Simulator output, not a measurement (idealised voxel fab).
process module | voxel gate over fins
The width of the displayed cross-section, cut, is 200 nm; its cells are square, with a size of 5 nm.
The cross-sections in this document take the form of a grid made of square cells. They are written out as bands, in order from top to bottom. Each band consists of one or more rows of cells.
For a band, the entry starts with two heights in nm, that of the top and then that of the bottom, and carries on with the band's materials in order from left to right, each alongside its width in nm; the word "everywhere" beside a single material means it fills the band edge to edge, and "empty" means empty space.
It should be noted that heights are counted from 0, beneath which the wafer as supplied is of one material throughout, and that the lowest band possesses no lower boundary but continues downward, as written in "0..down".
Width spec "30->40" -> top row of cells at first value, bottom row at second value, equal per-row change in between.
You'll sometimes find "remained unchanged" written for a step, and that's the way of saying that nowhere in the cross-section did a cell change during that step.
"Sealed void list": sealed empty spaces, 8 cells or more, no open way to top, listed width x height at distance, with distance from the left edge and width, height and distance in nm.
Past the settings on a step's line: simulator remark, on that step.
overlay nm: where the mask lay relative to plan, measured to the right, on steps with a mask; negatives go left.
Planned process steps:
- 1: RECEIVE,material Si
- 2: CONFORMAL_DEP,material SiN,thk nm 10
- 3: PATTERN,tone cover,mask id FINS,material resist,width nm 15,pitch nm 35,thk nm 15,overlay nm 0
- 4: DIRECTIONAL_ETCH,etch materials SiN,depth nm 10
- 5: DIRECTIONAL_ETCH,etch materials Si,depth nm 40
- 6: STRIP,etch materials resist
- 7: OXIDIZE,depth nm 5
- 8: FILL_DEP,material SiO2,thk nm 5
- 9: CMP,height nm 10
- 10: SELECTIVE_ETCH,etch materials SiO2,depth nm 20
- 11: STRIP,etch materials SiN
- 12: CONFORMAL_DEP,material HfO2,thk nm 5
- 13: CONFORMAL_DEP,material TiN,thk nm 5
- 14: FILL_DEP,material W,thk nm 15
- 15: CMP,height nm 20
- 16: CONFORMAL_DEP,material SiCN,thk nm 10
The first of two wafers, run as planned:
Cross-section of the wafer upon arrival, representing the state reached after step 1:
  0..down = Si everywhere
  Sealed void list: none
After step 2: wafer cross-section:
  10..0 = SiN everywhere
  For the remainder of the cross-section, below 0, there is no change.
After step 3: wafer cross-section:
  25..10 = 75 nm empty | 15 nm resist | 20 nm empty | 15 nm resist | 75 nm empty
  For the remainder of the cross-section, below 10, there is no change.
After step 4: wafer cross-section:
  25..10 = 75 nm empty | 15 nm resist | 20 nm empty | 15 nm resist | 75 nm empty
  10..0 = 75 nm empty | 15 nm SiN | 20 nm empty | 15 nm SiN | 75 nm empty
  For the remainder of the cross-section, below 0, there is no change.
After step 5: wafer cross-section:
  25..10 = 75 nm empty | 15 nm resist | 20 nm empty | 15 nm resist | 75 nm empty
  10..0 = 75 nm empty | 15 nm SiN | 20 nm empty | 15 nm SiN | 75 nm empty
  0..-40 = 75 nm empty | 15 nm Si | 20 nm empty | 15 nm Si | 75 nm empty
  For the remainder of the cross-section, below -40, there is no change.
After step 6: wafer cross-section:
  10..0 = 75 nm empty | 15 nm SiN | 20 nm empty | 15 nm SiN | 75 nm empty
  For the remainder of the cross-section, below 0, there is no change.
After step 7: wafer cross-section:
  10..0 = 75 nm empty | 15 nm SiN | 20 nm empty | 15 nm SiN | 75 nm empty
  0..-40 = 75 nm empty | 5 nm SiO2 | 5 nm Si | 5 nm SiO2 | 20 nm empty | 5 nm SiO2 | 5 nm Si | 5 nm SiO2 | 75 nm empty
  -40..-45 = 80 nm SiO2 | 5 nm Si | 30 nm SiO2 | 5 nm Si | 80 nm SiO2
  For the remainder of the cross-section, below -45, there is no change.
After step 8: wafer cross-section:
  15..10 = SiO2 everywhere
  10..0 = 75 nm SiO2 | 15 nm SiN | 20 nm SiO2 | 15 nm SiN | 75 nm SiO2
  0..-45 = 80 nm SiO2 | 5 nm Si | 30 nm SiO2 | 5 nm Si | 80 nm SiO2
  For the remainder of the cross-section, below -45, there is no change.
After step 9: wafer cross-section:
  10..0 = 75 nm SiO2 | 15 nm SiN | 20 nm SiO2 | 15 nm SiN | 75 nm SiO2
  For the remainder of the cross-section, below 0, there is no change.
After step 10: wafer cross-section:
  10..0 = 75 nm empty | 15 nm SiN | 20 nm empty | 15 nm SiN | 75 nm empty
  0..-10 = 80 nm empty | 5 nm Si | 30 nm empty | 5 nm Si | 80 nm empty
  For the remainder of the cross-section, below -10, there is no change.
After step 11: wafer cross-section:
  0..-10 = 80 nm empty | 5 nm Si | 30 nm empty | 5 nm Si | 80 nm empty
  For the remainder of the cross-section, below -10, there is no change.
After step 12: wafer cross-section:
  5..0 = 75 nm empty | 15 nm HfO2 | 20 nm empty | 15 nm HfO2 | 75 nm empty
  0..-5 = 75 nm empty | 5 nm HfO2 | 5 nm Si | 5 nm HfO2 | 20 nm empty | 5 nm HfO2 | 5 nm Si | 5 nm HfO2 | 75 nm empty
  -5..-10 = 80 nm HfO2 | 5 nm Si | 30 nm HfO2 | 5 nm Si | 80 nm HfO2
  For the remainder of the cross-section, below -10, there is no change.
After step 13: wafer cross-section:
  10..5 = 70 nm empty | 25 nm TiN | 10 nm empty | 25 nm TiN | 70 nm empty
  5..0 = 70 nm empty | 5 nm TiN | 15 nm HfO2 | 5 nm TiN | 10 nm empty | 5 nm TiN | 15 nm HfO2 | 5 nm TiN | 70 nm empty
  0..-5 = 75 nm TiN | 5 nm HfO2 | 5 nm Si | 5 nm HfO2 | 20 nm TiN | 5 nm HfO2 | 5 nm Si | 5 nm HfO2 | 75 nm TiN
  For the remainder of the cross-section, below -5, there is no change.
After step 14: wafer cross-section:
  25..10 = W everywhere
  10..5 = 70 nm W | 25 nm TiN | 10 nm W | 25 nm TiN | 70 nm W
  5..0 = 70 nm W | 5 nm TiN | 15 nm HfO2 | 5 nm TiN | 10 nm W | 5 nm TiN | 15 nm HfO2 | 5 nm TiN | 70 nm W
  For the remainder of the cross-section, below 0, there is no change.
After step 15: wafer cross-section:
  20..10 = W everywhere
  For the remainder of the cross-section, below 10, there is no change.
After step 16: wafer cross-section:
  30..20 = SiCN everywhere
  For the remainder of the cross-section, below 20, there is no change.
Okay, second wafer. Nothing different at the start, nothing different in the plan, just one mistake somewhere in the running. As far as step 2, counting that step, it's the first wafer all over again:
Second wafer, cross-section, planned end of step 3:
  25..10 = 65 nm empty | 15 nm resist | 20 nm empty | 15 nm resist | 85 nm empty
  For the remainder of the cross-section, below 10, there is no change.
Second wafer, cross-section, planned end of step 4:
  25..10 = 65 nm empty | 15 nm resist | 20 nm empty | 15 nm resist | 85 nm empty
  10..0 = 65 nm empty | 15 nm SiN | 20 nm empty | 15 nm SiN | 85 nm empty
  For the remainder of the cross-section, below 0, there is no change.
Second wafer, cross-section, planned end of step 5:
  25..10 = 65 nm empty | 15 nm resist | 20 nm empty | 15 nm resist | 85 nm empty
  10..0 = 65 nm empty | 15 nm SiN | 20 nm empty | 15 nm SiN | 85 nm empty
  0..-40 = 65 nm empty | 15 nm Si | 20 nm empty | 15 nm Si | 85 nm empty
  For the remainder of the cross-section, below -40, there is no change.
Second wafer, cross-section, planned end of step 6:
  10..0 = 65 nm empty | 15 nm SiN | 20 nm empty | 15 nm SiN | 85 nm empty
  For the remainder of the cross-section, below 0, there is no change.
Second wafer, cross-section, planned end of step 7:
  10..0 = 65 nm empty | 15 nm SiN | 20 nm empty | 15 nm SiN | 85 nm empty
  0..-40 = 65 nm empty | 5 nm SiO2 | 5 nm Si | 5 nm SiO2 | 20 nm empty | 5 nm SiO2 | 5 nm Si | 5 nm SiO2 | 85 nm empty
  -40..-45 = 70 nm SiO2 | 5 nm Si | 30 nm SiO2 | 5 nm Si | 90 nm SiO2
  For the remainder of the cross-section, below -45, there is no change.
Second wafer, cross-section, planned end of step 8:
  15..10 = SiO2 everywhere
  10..0 = 65 nm SiO2 | 15 nm SiN | 20 nm SiO2 | 15 nm SiN | 85 nm SiO2
  0..-45 = 70 nm SiO2 | 5 nm Si | 30 nm SiO2 | 5 nm Si | 90 nm SiO2
  For the remainder of the cross-section, below -45, there is no change.
Second wafer, cross-section, planned end of step 9:
  10..0 = 65 nm SiO2 | 15 nm SiN | 20 nm SiO2 | 15 nm SiN | 85 nm SiO2
  For the remainder of the cross-section, below 0, there is no change.
Second wafer, cross-section, planned end of step 10:
  10..0 = 65 nm empty | 15 nm SiN | 20 nm empty | 15 nm SiN | 85 nm empty
  0..-10 = 70 nm empty | 5 nm Si | 30 nm empty | 5 nm Si | 90 nm empty
  For the remainder of the cross-section, below -10, there is no change.
Second wafer, cross-section, planned end of step 11:
  0..-10 = 70 nm empty | 5 nm Si | 30 nm empty | 5 nm Si | 90 nm empty
  For the remainder of the cross-section, below -10, there is no change.
Second wafer, cross-section, planned end of step 12:
  5..0 = 65 nm empty | 15 nm HfO2 | 20 nm empty | 15 nm HfO2 | 85 nm empty
  0..-5 = 65 nm empty | 5 nm HfO2 | 5 nm Si | 5 nm HfO2 | 20 nm empty | 5 nm HfO2 | 5 nm Si | 5 nm HfO2 | 85 nm empty
  -5..-10 = 70 nm HfO2 | 5 nm Si | 30 nm HfO2 | 5 nm Si | 90 nm HfO2
  For the remainder of the cross-section, below -10, there is no change.
Second wafer, cross-section, planned end of step 13:
  10..5 = 60 nm empty | 25 nm TiN | 10 nm empty | 25 nm TiN | 80 nm empty
  5..0 = 60 nm empty | 5 nm TiN | 15 nm HfO2 | 5 nm TiN | 10 nm empty | 5 nm TiN | 15 nm HfO2 | 5 nm TiN | 80 nm empty
  0..-5 = 65 nm TiN | 5 nm HfO2 | 5 nm Si | 5 nm HfO2 | 20 nm TiN | 5 nm HfO2 | 5 nm Si | 5 nm HfO2 | 85 nm TiN
  For the remainder of the cross-section, below -5, there is no change.
Second wafer, cross-section, planned end of step 14:
  25..10 = W everywhere
  10..5 = 60 nm W | 25 nm TiN | 10 nm W | 25 nm TiN | 80 nm W
  5..0 = 60 nm W | 5 nm TiN | 15 nm HfO2 | 5 nm TiN | 10 nm W | 5 nm TiN | 15 nm HfO2 | 5 nm TiN | 80 nm W
  For the remainder of the cross-section, below 0, there is no change.
Second wafer, cross-section, planned end of step 15:
  20..10 = W everywhere
  For the remainder of the cross-section, below 10, there is no change.
Second wafer, cross-section, planned end of step 16:
  30..20 = SiCN everywhere
  For the remainder of the cross-section, below 20, there is no change.
What went wrong in running the wafer? step 3 ran differently from the plan; actual operation with settings: PATTERN,tone cover,mask id FINS,material resist,width nm 15,pitch nm 35,thk nm 15,overlay nm -10
When the process is done, the second wafer contains the same cell count of every material as the first wafer, but distributed over other locations.
